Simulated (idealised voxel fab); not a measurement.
This section sets out a process module, namely voxel capacitor over wiring.
For reference, the cross-section in this document is cut, with width 170 nm and square cells of 5 nm.
Each cross-section below is a grid of square cells, stated as bands in top-down order, with one or more rows of cells making up each band.
What a band's entry tells you: where the top is and where the bottom is, as heights in nm, and after that what lies inside, material by material from left to right, each with its width in nm. Empty space is written as the word "empty", and a single material marked with the word "edge to edge" occupies the band from edge to edge.
It should be noted that heights are counted from 0, beneath which the wafer as supplied is of one material throughout, and that the lowest band possesses no lower boundary but continues downward, as written in "top 0, no bottom".
The two numbers in a width such as "30->40" mark its ends across the band: the first belongs to the top row of cells, the second to the bottom row, and from each row to the next the width moves by the same amount.
"nothing was modified" -> step changed no cross-section cell.
Each empty space that has no open way to the top and spans at least 8 cells appears under "Fully sealed cavities" as width x height at distance, the distance counted from the left edge, all in nm.
On a step's line, text after the settings is the simulator commenting on that step.
overlay nm: mask offset rightward from planned place, masked step; negative means leftward offset.
-- The steps planned for the process are as follows
| 1 | op RECEIVE | material Si |
| 2 | op CONFORMAL_DEP | material SiO2 | thk nm 10 |
| 3 | op DIRECTIONAL_DEP | material TiN | thk nm 5 |
| 4 | op DIRECTIONAL_DEP | material Ru | thk nm 15 |
| 5 | op PATTERN | tone cover | mask id METAL_1 | material resist | width nm 25 | pitch nm 85 | thk nm 15 | overlay nm 0 |
| 6 | op DIRECTIONAL_ETCH | etch materials Ru | depth nm 15 |
| 7 | op DIRECTIONAL_ETCH | etch materials TiN | depth nm 5 |
| 8 | op STRIP | etch materials resist |
| 9 | op FILL_DEP | material lowk | thk nm 10 |
| 10 | op CMP | height nm 30 |
| 11 | op CONFORMAL_DEP | material SiCN | thk nm 5 |
| 12 | op DIRECTIONAL_DEP | material lowk | thk nm 10 |
| 13 | op PATTERN | tone open | mask id PLUG_1 | material resist | width nm 15 | thk nm 15 | overlay nm 0 |
| 14 | op DIRECTIONAL_ETCH | etch materials lowk | depth nm 10 |
| 15 | op DIRECTIONAL_ETCH | etch materials SiCN | depth nm 5 |
| 16 | op STRIP | etch materials resist |
| 17 | op EPI | material Ru | thk nm 10 |
| 18 | op EPI | material Ru | thk nm 5 |
| 19 | op DIRECTIONAL_DEP | material TiN | thk nm 10 |
| 20 | op DIRECTIONAL_DEP | material Al2O3 | thk nm 5 |
| 21 | op DIRECTIONAL_DEP | material TiN | thk nm 5 |
| 22 | op MASKED_ETCH | tone cover | mask id UPPER_PLATE | width nm 65 | etch materials TiN | depth nm 5 | overlay nm 0 |
| 23 | op MASKED_ETCH | tone cover | mask id UPPER_PLATE | width nm 65 | etch materials Al2O3 | depth nm 5 | overlay nm 0 |
| 24 | op DIRECTIONAL_DEP | material aC | thk nm 15 |
| 25 | op PATTERN | tone cover | mask id LOWER_PLATE | material resist | width nm 65 | thk nm 35 | overlay nm 0 |
| 26 | op DIRECTIONAL_ETCH | etch materials aC | depth nm 15 |
| 27 | op STRIP | etch materials resist |
| 28 | op DIRECTIONAL_ETCH | etch materials TiN | depth nm 10 |
| 29 | op STRIP | etch materials aC |
| 30 | op FILL_DEP | material SiO2 | thk nm 20 |
| 31 | op CMP | height nm 80 |
| 32 | op DIRECTIONAL_DEP | material aC | thk nm 15 |
| 33 | op PATTERN | tone open | mask id PLUG_2 | material resist | width nm 15 | thk nm 30 | overlay nm 0 |
| 34 | op DIRECTIONAL_ETCH | etch materials aC | depth nm 15 |
| 35 | op STRIP | etch materials resist |
| 36 | op DIRECTIONAL_ETCH | etch materials SiO2 | depth nm 15 |
| 37 | op STRIP | etch materials aC |
| 38 | op CONFORMAL_DEP | material TiN | thk nm 5 |
| 39 | op FILL_DEP | material Cu | thk nm 5 |
| 40 | op CMP | height nm 80 |
| 41 | op CONFORMAL_DEP | material SiN | thk nm 5 |
All wafers enter the flow in the same state. The width nm at step 25 differs from wafer to wafer, and the plan gives the value for the first wafer.
-- Sectional view: first of several wafers, as received, after step 1
    top 0, no bottom | Si edge to edge
    Fully sealed cavities: none
-- Gained (+) or lost (-) cells of each material since receipt, then closed voids: one row per wafer, at the end of the module
width nm 65; +13 Al2O3; +2 Cu; +39 Ru; +31 SiCN; +34 SiN; +245 SiO2; +56 TiN; +158 lowk; Fully sealed cavities: none
width nm 70; +13 Al2O3; +2 Cu; +39 Ru; +31 SiCN; +34 SiN; +243 SiO2; +58 TiN; +158 lowk; Fully sealed cavities: none
width nm 75; +13 Al2O3; +2 Cu; +39 Ru; +31 SiCN; +34 SiN; +241 SiO2; +60 TiN; +158 lowk; Fully sealed cavities: none
width nm 80; +13 Al2O3; +2 Cu; +39 Ru; +31 SiCN; +34 SiN; +239 SiO2; +62 TiN; +158 lowk; Fully sealed cavities: none
width nm 85; +13 Al2O3; +2 Cu; +39 Ru; +31 SiCN; +34 SiN; +237 SiO2; +64 TiN; +158 lowk; Fully sealed cavities: none
width nm 90; +13 Al2O3; +2 Cu; +39 Ru; +31 SiCN; +34 SiN; +235 SiO2; +66 TiN; +158 lowk; Fully sealed cavities: none
